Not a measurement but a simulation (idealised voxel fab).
process module | voxel ribs on slabs
cross-section cut | 285 nm wide | cells 5 nm
A cross-section is a grid of square cells, given in bands from the top down. A band is one or more rows of cells.
Each band's line starts with the height of the band's top and of its bottom, in nm. Then come its materials from left to right, each with its width in nm. One material with "throughout" fills the band from edge to edge. "air" is empty space.
Height 0 is the level under which the wafer as received is all one material. The lowest band goes on downwards, as in "0 down".
A width such as "30 to 40" changes by the same amount from each row of cells to the next, from the band's top row to its bottom row.
"no change" after a step means that no cell of the cross-section changed.
closed voids: empty space of 8 cells or more with no open way to the top, each as width x height at its distance from the left edge, in nm
after a step's settings: what the simulator itself notes on the step
overlay nm, on a step with a mask: how far to the right of its planned place the mask lay; to the left if negative
plan
1 op RECEIVE | material Si
2 op DIRECTIONAL_DEP | material SiO2 | thk nm 30
3 op DIRECTIONAL_DEP | material SiN | thk nm 15
4 op DIRECTIONAL_DEP | material aC | thk nm 10
5 op PATTERN | tone cover | mask id RIB | material resist | width nm 15 | thk nm 25 | overlay nm 0
6 op DIRECTIONAL_ETCH | etch materials aC | depth nm 10
7 op STRIP | etch materials resist
8 op DIRECTIONAL_ETCH | etch materials SiN | depth nm 5
9 op STRIP | etch materials aC
10 op PATTERN | tone cover | mask id SLAB | material resist | width nm 45 | thk nm 15 | overlay nm 0
11 op DIRECTIONAL_ETCH | etch materials SiN | depth nm 5
12 op STRIP | etch materials resist
13 op FILL_DEP | material SiO2 | thk nm 25
14 op CMP | height nm 65
15 op DIRECTIONAL_DEP | material W | thk nm 5
16 op MASKED_ETCH | tone cover | mask id HEATER | width nm 25 | etch materials W | depth nm 5 | overlay nm 0
17 op CONFORMAL_DEP | material SiO2 | thk nm 5
varied across the wafers: depth nm of step 8. The plan shows the first wafer's value. All wafers start alike
first wafer as received, after step 1
  0 down: Si throughout
  closed voids: none
first wafer at the end, after step 17
  75 to 70: air 125 | SiO2 35 | air 125
  70 to 65: SiO2 130 | W 25 | SiO2 130
  65 to 45: SiO2 throughout
  45 to 35: SiO2 135 to 120 | SiN 15 to 45 | SiO2 135 to 120
  35 to 30: SiN throughout
  30 to 0: SiO2 throughout
  0 down: Si throughout
  closed voids: none
last wafer at the end
  75 to 70: air 125 | SiO2 35 | air 125
  70 to 65: SiO2 130 | W 25 | SiO2 130
  65 to 45: SiO2 throughout
  45 to 30: SiO2 135 | SiN 15 | SiO2 135
  30 to 0: SiO2 throughout
  0 down: Si throughout
  closed voids: none
each wafer at the end: cells of each material gained (+) or lost (-) since it was received, then its closed voids
depth nm 5 | +69 SiN | +731 SiO2 | +5 W | closed voids: none
depth nm 10 | +15 SiN | +785 SiO2 | +5 W | closed voids: none
depth nm 15 | +9 SiN | +791 SiO2 | +5 W | closed voids: none
depth nm 20 | +9 SiN | +791 SiO2 | +5 W | closed voids: none
depth nm 25 | +9 SiN | +791 SiO2 | +5 W | closed voids: none
